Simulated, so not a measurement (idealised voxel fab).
Documented hereafter: the process module known as voxel fin reveal.
Square cells of 5 nm make up the cross-section cut, whose width is 200 nm.
Cross-section format: a grid of square cells, given as bands from top to bottom; each band is one or more rows of cells. Top, bottom (nm), then materials left to right with widths (nm); lone material tagged "throughout" fills the whole band edge to edge; "empty" = empty space. Note: height 0 marks the level under which the wafer is uniformly one material as received. Lowest band unbounded below, written "0 and below". The notation "30..40" denotes a width that varies across the rows of cells in the band, beginning at the first number in the top row, finishing at the second number in the bottom row, and changing by an identical amount from each row to the next. When a step is marked "left unchanged", none of the cells in the cross-section changed during that step. If an empty space has no open way to the top and is at least 8 cells in size, "Sealed internal voids" lists it, written width x height at distance, where distance is measured from the left edge and every value is in nm. Whatever follows a step's settings on its line is a remark the simulator itself makes about that step. The line of a step may include "overlay nm". On a step with a mask, this value is how far to the right of its planned place the mask lay. A negative value means the mask lay to the left.
plan:
1,op RECEIVE | material Si
2,op CONFORMAL_DEP | material SiN | thk nm 10
3,op MASKED_ETCH | tone cover | mask id FINS | width nm 15 | pitch nm 45 | etch materials SiN | depth nm 10 | overlay nm 0
4,op MASKED_ETCH | tone cover | mask id FINS | width nm 15 | pitch nm 45 | etch materials Si | depth nm 40 | overlay nm 0
5,op OXIDIZE | depth nm 5
6,op FILL_DEP | material SiO2 | thk nm 10
7,op CMP | height nm 10
8,op SELECTIVE_ETCH | etch materials SiO2 | depth nm 40
9,op STRIP | etch materials SiN
As-received wafer cross-section (after step 1):
	0 and below = Si throughout
	Sealed internal voids: none
Here's the cross-section of the first of our two wafers at the end of the module - it ran as planned:
	0 down to -30 = empty 75 / Si 5 / empty 40 / Si 5 / empty 75
	-30 down to -45 = SiO2 75 / Si 5 / SiO2 40 / Si 5 / SiO2 75
	-45 and below = Si throughout
	Sealed internal voids: none
The second wafer, shown in cross-section after the module: started the same way as the first and given the same plan, yet one mistake crept into how it was run:
	10 down to 0 = empty 70 / SiN 15 / empty 30 / SiN 15 / empty 70
	0 down to -45 = empty 75 / Si 5 / empty 40 / Si 5 / empty 75
	-45 and below = Si throughout
	Sealed internal voids: none
So what did we get wrong on this run? contrary to plan, step 9 was performed as op STRIP | etch materials SiO2
Final wafer comparison in cells, second versus first, more or fewer per material: 12 more of SiN, 114 fewer of SiO2
